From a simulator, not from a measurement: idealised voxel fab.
Documented hereafter: the process module known as voxel fin reveal.
cross-section cut | 285 nm wide | cells 5 nm
Cross-section format: a grid of square cells, given as bands from top to bottom; each band is one or more rows of cells.
A band entry consists of two parts. The first gives the height of the band's top and the height of its bottom, in nm. The rest lists the band's materials from left to right, each with its width in nm. A single material labelled with the word "edge to edge" fills the band from edge to edge, and the word "blank" marks empty space.
Heads up on the height convention: 0 is the point under which the incoming wafer is all one material, and the lowest band has no bottom, it just keeps going down, like "0 -> down".
Per-row width for "30..40": begins at first number (top row of band), ends at second number (bottom row), increment between rows held constant.
Take "nothing got changed" at face value: in the step it is given for, the cross-section changed in none of its cells.
What "Enclosed void entries" gives you is every empty space of 8 cells or more that is cut off from the top. Each appears as width x height at distance, with the distance taken from the left edge and width, height and distance all in nm.
Past the settings on a step's line: simulator remark, on that step.
Steps that use a mask can have "overlay nm" on their line. It says how far the mask sat to the right of where it was meant to be. Negative means to the left.

Steps in the process plan:
1) RECEIVE (material Si)
2) CONFORMAL_DEP (material SiN; thk nm 5)
3) DIRECTIONAL_DEP (material aC; thk nm 10)
4) PATTERN (tone cover; mask id FINS; material resist; width nm 15; pitch nm 45; thk nm 30; overlay nm 0)
5) DIRECTIONAL_ETCH (etch materials aC; depth nm 10)
6) STRIP (etch materials resist)
7) DIRECTIONAL_ETCH (etch materials SiN; depth nm 5)
8) DIRECTIONAL_ETCH (etch materials Si; depth nm 40)
9) STRIP (etch materials aC)
10) FILL_DEP (material SiO2; thk nm 15)
11) CMP (height nm 5)
12) SELECTIVE_ETCH (etch materials SiO2; depth nm 20)
13) STRIP (etch materials SiN)
14) CONFORMAL_DEP (material SiO2; thk nm 5)

First of two wafers, processed according to plan:

Delivered wafer in cross-section: state after step 1:
    0 -> down | Si edge to edge
    Enclosed void entries: none

The wafer in cross-section once step 2 is complete:
    5 -> 0 | SiN edge to edge
    Beneath the level 0, the cross-section is identical to its previous state.

The wafer in cross-section once step 3 is complete:
    15 -> 5 | aC edge to edge
    Beneath the level 5, the cross-section is identical to its previous state.

The wafer in cross-section once step 4 is complete:
    45 -> 15 | blank: 90 | resist: 15 | blank: 30 | resist: 15 | blank: 30 | resist: 15 | blank: 90
    Beneath the level 15, the cross-section is identical to its previous state.

The wafer in cross-section once step 5 is complete:
    35 -> 15 | blank: 90 | resist: 15 | blank: 30 | resist: 15 | blank: 30 | resist: 15 | blank: 90
    15 -> 5 | blank: 90 | aC: 15 | blank: 30 | aC: 15 | blank: 30 | aC: 15 | blank: 90
    Beneath the level 5, the cross-section is identical to its previous state.

The wafer in cross-section once step 6 is complete:
    15 -> 5 | blank: 90 | aC: 15 | blank: 30 | aC: 15 | blank: 30 | aC: 15 | blank: 90
    Beneath the level 5, the cross-section is identical to its previous state.

The wafer in cross-section once step 7 is complete:
    15 -> 5 | blank: 90 | aC: 15 | blank: 30 | aC: 15 | blank: 30 | aC: 15 | blank: 90
    5 -> 0 | blank: 90 | SiN: 15 | blank: 30 | SiN: 15 | blank: 30 | SiN: 15 | blank: 90
    Beneath the level 0, the cross-section is identical to its previous state.

The wafer in cross-section once step 8 is complete:
    15 -> 5 | blank: 90 | aC: 15 | blank: 30 | aC: 15 | blank: 30 | aC: 15 | blank: 90
    5 -> 0 | blank: 90 | SiN: 15 | blank: 30 | SiN: 15 | blank: 30 | SiN: 15 | blank: 90
    0 -> -40 | blank: 90 | Si: 15 | blank: 30 | Si: 15 | blank: 30 | Si: 15 | blank: 90
    Beneath the level -40, the cross-section is identical to its previous state.

The wafer in cross-section once step 9 is complete:
    5 -> 0 | blank: 90 | SiN: 15 | blank: 30 | SiN: 15 | blank: 30 | SiN: 15 | blank: 90
    Beneath the level 0, the cross-section is identical to its previous state.

The wafer in cross-section once step 10 is complete:
    20 -> 5 | SiO2 edge to edge
    5 -> 0 | SiO2: 90 | SiN: 15 | SiO2: 30 | SiN: 15 | SiO2: 30 | SiN: 15 | SiO2: 90
    0 -> -40 | SiO2: 90 | Si: 15 | SiO2: 30 | Si: 15 | SiO2: 30 | Si: 15 | SiO2: 90
    Beneath the level -40, the cross-section is identical to its previous state.

The wafer in cross-section once step 11 is complete:
    5 -> 0 | SiO2: 90 | SiN: 15 | SiO2: 30 | SiN: 15 | SiO2: 30 | SiN: 15 | SiO2: 90
    Beneath the level 0, the cross-section is identical to its previous state.

The wafer in cross-section once step 12 is complete:
    5 -> 0 | blank: 90 | SiN: 15 | blank: 30 | SiN: 15 | blank: 30 | SiN: 15 | blank: 90
    0 -> -15 | blank: 90 | Si: 15 | blank: 30 | Si: 15 | blank: 30 | Si: 15 | blank: 90
    Beneath the level -15, the cross-section is identical to its previous state.

The wafer in cross-section once step 13 is complete:
    0 -> -15 | blank: 90 | Si: 15 | blank: 30 | Si: 15 | blank: 30 | Si: 15 | blank: 90
    Beneath the level -15, the cross-section is identical to its previous state.

The wafer in cross-section once step 14 is complete:
    5 -> 0 | blank: 85 | SiO2: 25 | blank: 20 | SiO2: 25 | blank: 20 | SiO2: 25 | blank: 85
    0 -> -10 | blank: 85 | SiO2: 5 | Si: 15 | SiO2: 5 | blank: 20 | SiO2: 5 | Si: 15 | SiO2: 5 | blank: 20 | SiO2: 5 | Si: 15 | SiO2: 5 | blank: 85
    -10 -> -40 | SiO2: 90 | Si: 15 | SiO2: 30 | Si: 15 | SiO2: 30 | Si: 15 | SiO2: 90
    Beneath the level -40, the cross-section is identical to its previous state.

The remaining wafer, second of the two, started like the first and was run to the same plan, except that one mistake was made along the way; the two coincide through step 11, inclusive:

X-section, second wafer, when step 12 was due to finish:
    5 -> 0 | SiO2: 90 | blank: 15 | SiO2: 30 | blank: 15 | SiO2: 30 | blank: 15 | SiO2: 90
    Beneath the level 0, the cross-section is identical to its previous state.

X-section, second wafer, when step 13 was due to finish:
    0 -> -15 | blank: 90 | Si: 15 | blank: 30 | Si: 15 | blank: 30 | Si: 15 | blank: 90
    -15 -> -20 | SiO2: 70 | blank: 20 | Si: 15 | blank: 30 | Si: 15 | blank: 30 | Si: 15 | blank: 20 | SiO2: 70
    Beneath the level -20, the cross-section is identical to its previous state.

X-section, second wafer, when step 14 was due to finish:
    5 -> 0 | blank: 85 | SiO2: 25 | blank: 20 | SiO2: 25 | blank: 20 | SiO2: 25 | blank: 85
    0 -> -10 | blank: 85 | SiO2: 5 | Si: 15 | SiO2: 5 | blank: 20 | SiO2: 5 | Si: 15 | SiO2: 5 | blank: 20 | SiO2: 5 | Si: 15 | SiO2: 5 | blank: 85
    -10 -> -15 | SiO2: 75 | blank: 10 | SiO2: 5 | Si: 15 | SiO2: 5 | blank: 20 | SiO2: 5 | Si: 15 | SiO2: 5 | blank: 20 | SiO2: 5 | Si: 15 | SiO2: 5 | blank: 10 | SiO2: 75
    -15 -> -40 | SiO2: 90 | Si: 15 | SiO2: 30 | Si: 15 | SiO2: 30 | Si: 15 | SiO2: 90
    Beneath the level -40, the cross-section is identical to its previous state.
So what did we get wrong on this run? the run placed steps 12 and 13 each in the position the plan gave to the other
It is noted that, at the conclusion of processing, the second wafer exhibits a higher or lower cell count for certain materials relative to the first: -12 SiO2
